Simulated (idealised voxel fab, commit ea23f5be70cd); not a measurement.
The following process module bears the name voxel spacer lines.
Square cell edge 5 nm, section width 175 nm, ID cut.
Heads up, the way a cross-section reads in here is a grid of square cells, handed over as bands from the top down, with every band being one or more rows of cells. In this notation a band is specified by the heights of its top and bottom, in that order and in nm, after which its materials appear from left to right, each paired with its width in nm. The word "throughout" attached to a single material means that material fills the band from edge to edge; the word "blank" stands for empty space. Heights from 0 (as-received wafer is one material below). Bottom band endless downward, as "z 0 and below". Note: "30->40" means the width goes from the first number (top row of the band) to the second number (bottom row) in equal steps per row of cells. No cell of the cross-section changed in a step that is given as "nothing was modified". "Unvented cavities" contains a list of empty spaces, each no smaller than 8 cells and without an open way to the top, written in the form width x height at distance with the distance from the left edge and all three in nm. Heads up: the bit after the settings on a step's line is the simulator's remark on that step. overlay nm, on a step with a mask: how far to the right of its planned place the mask lay; to the left if negative.
The planned process steps are enumerated hereunder
step 1: RECEIVE: material Si
step 2: CONFORMAL_DEP: material Al2O3, thk nm 10
step 3: DIRECTIONAL_DEP: material TiN, thk nm 10
step 4: DIRECTIONAL_DEP: material aC, thk nm 30
step 5: PATTERN: tone cover, mask id MANDREL, material resist, width nm 20, pitch nm 60, thk nm 40, overlay nm 0
step 6: DIRECTIONAL_ETCH: etch materials aC, depth nm 30
step 7: STRIP: etch materials resist
step 8: CONFORMAL_DEP: material SiN, thk nm 10
step 9: DIRECTIONAL_ETCH: etch materials SiN, depth nm 10
step 10: STRIP: etch materials aC
step 11: DIRECTIONAL_ETCH: etch materials TiN, depth nm 10
step 12: STRIP: etch materials SiN
Wafer, first of two, run as planned
The cross-section here shows the wafer as received, i.e. in its state after step 1
z 0 and below: Si throughout
Unvented cavities: none
After step 2
z 10 to 0: Al2O3 throughout
Everything below 0 is unchanged.
After step 3
z 20 to 10: TiN throughout
Everything below 10 is unchanged.
After step 4
z 50 to 20: aC throughout
Everything below 20 is unchanged.
After step 5
z 90 to 50: blank=45, then resist=20, then blank=40, then resist=20, then blank=50
Everything below 50 is unchanged.
After step 6
z 60 to 50: blank=45, then resist=20, then blank=40, then resist=20, then blank=50
z 50 to 20: blank=45, then aC=20, then blank=40, then aC=20, then blank=50
Everything below 20 is unchanged.
After step 7
z 50 to 20: blank=45, then aC=20, then blank=40, then aC=20, then blank=50
Everything below 20 is unchanged.
After step 8
z 60 to 50: blank=35, then SiN=40, then blank=20, then SiN=40, then blank=40
z 50 to 30: blank=35, then SiN=10, then aC=20, then SiN=10, then blank=20, then SiN=10, then aC=20, then SiN=10, then blank=40
z 30 to 20: SiN=45, then aC=20, then SiN=40, then aC=20, then SiN=50
Everything below 20 is unchanged.
After step 9
z 50 to 20: blank=35, then SiN=10, then aC=20, then SiN=10, then blank=20, then SiN=10, then aC=20, then SiN=10, then blank=40
Everything below 20 is unchanged.
After step 10
z 50 to 20: blank=35, then SiN=10, then blank=20, then SiN=10, then blank=20, then SiN=10, then blank=20, then SiN=10, then blank=40
Everything below 20 is unchanged.
After step 11
z 50 to 20: blank=35, then SiN=10, then blank=20, then SiN=10, then blank=20, then SiN=10, then blank=20, then SiN=10, then blank=40
z 20 to 10: blank=35, then TiN=10, then blank=20, then TiN=10, then blank=20, then TiN=10, then blank=20, then TiN=10, then blank=40
Everything below 10 is unchanged.
After step 12
z 20 to 10: blank=35, then TiN=10, then blank=20, then TiN=10, then blank=20, then TiN=10, then blank=20, then TiN=10, then blank=40
Everything below 10 is unchanged.
Notes, second wafer: start = first wafer's, plan = first wafer's, execution had one mistake; history identical to first through step 4
Cross-sectional view of the second wafer at the intended end time of process step 5
z 90 to 50: blank=35, then resist=20, then blank=40, then resist=20, then blank=60
Everything below 50 is unchanged.
Cross-sectional view of the second wafer at the intended end time of process step 6
z 60 to 50: blank=35, then resist=20, then blank=40, then resist=20, then blank=60
z 50 to 20: blank=35, then aC=20, then blank=40, then aC=20, then blank=60
Everything below 20 is unchanged.
Cross-sectional view of the second wafer at the intended end time of process step 7
z 50 to 20: blank=35, then aC=20, then blank=40, then aC=20, then blank=60
Everything below 20 is unchanged.
Cross-sectional view of the second wafer at the intended end time of process step 8
z 60 to 50: blank=25, then SiN=40, then blank=20, then SiN=40, then blank=50
z 50 to 30: blank=25, then SiN=10, then aC=20, then SiN=10, then blank=20, then SiN=10, then aC=20, then SiN=10, then blank=50
z 30 to 20: SiN=35, then aC=20, then SiN=40, then aC=20, then SiN=60
Everything below 20 is unchanged.
Cross-sectional view of the second wafer at the intended end time of process step 9
z 50 to 20: blank=25, then SiN=10, then aC=20, then SiN=10, then blank=20, then SiN=10, then aC=20, then SiN=10, then blank=50
Everything below 20 is unchanged.
Cross-sectional view of the second wafer at the intended end time of process step 10
z 50 to 20: blank=25, then SiN=10, then blank=20, then SiN=10, then blank=20, then SiN=10, then blank=20, then SiN=10, then blank=50
Everything below 20 is unchanged.
Cross-sectional view of the second wafer at the intended end time of process step 11
z 50 to 20: blank=25, then SiN=10, then blank=20, then SiN=10, then blank=20, then SiN=10, then blank=20, then SiN=10, then blank=50
z 20 to 10: blank=25, then TiN=10, then blank=20, then TiN=10, then blank=20, then TiN=10, then blank=20, then TiN=10, then blank=50
Everything below 10 is unchanged.
Cross-sectional view of the second wafer at the intended end time of process step 12
z 20 to 10: blank=25, then TiN=10, then blank=20, then TiN=10, then blank=20, then TiN=10, then blank=20, then TiN=10, then blank=50
Everything below 10 is unchanged.
what went wrong: step 5 was run on a setting that differed from the plan, and what really ran there is PATTERN: tone cover, mask id MANDREL, material resist, width nm 20, pitch nm 60, thk nm 40, overlay nm -10
At the close, every material occupies the same number of cells on the second wafer as on the first, only in different positions.
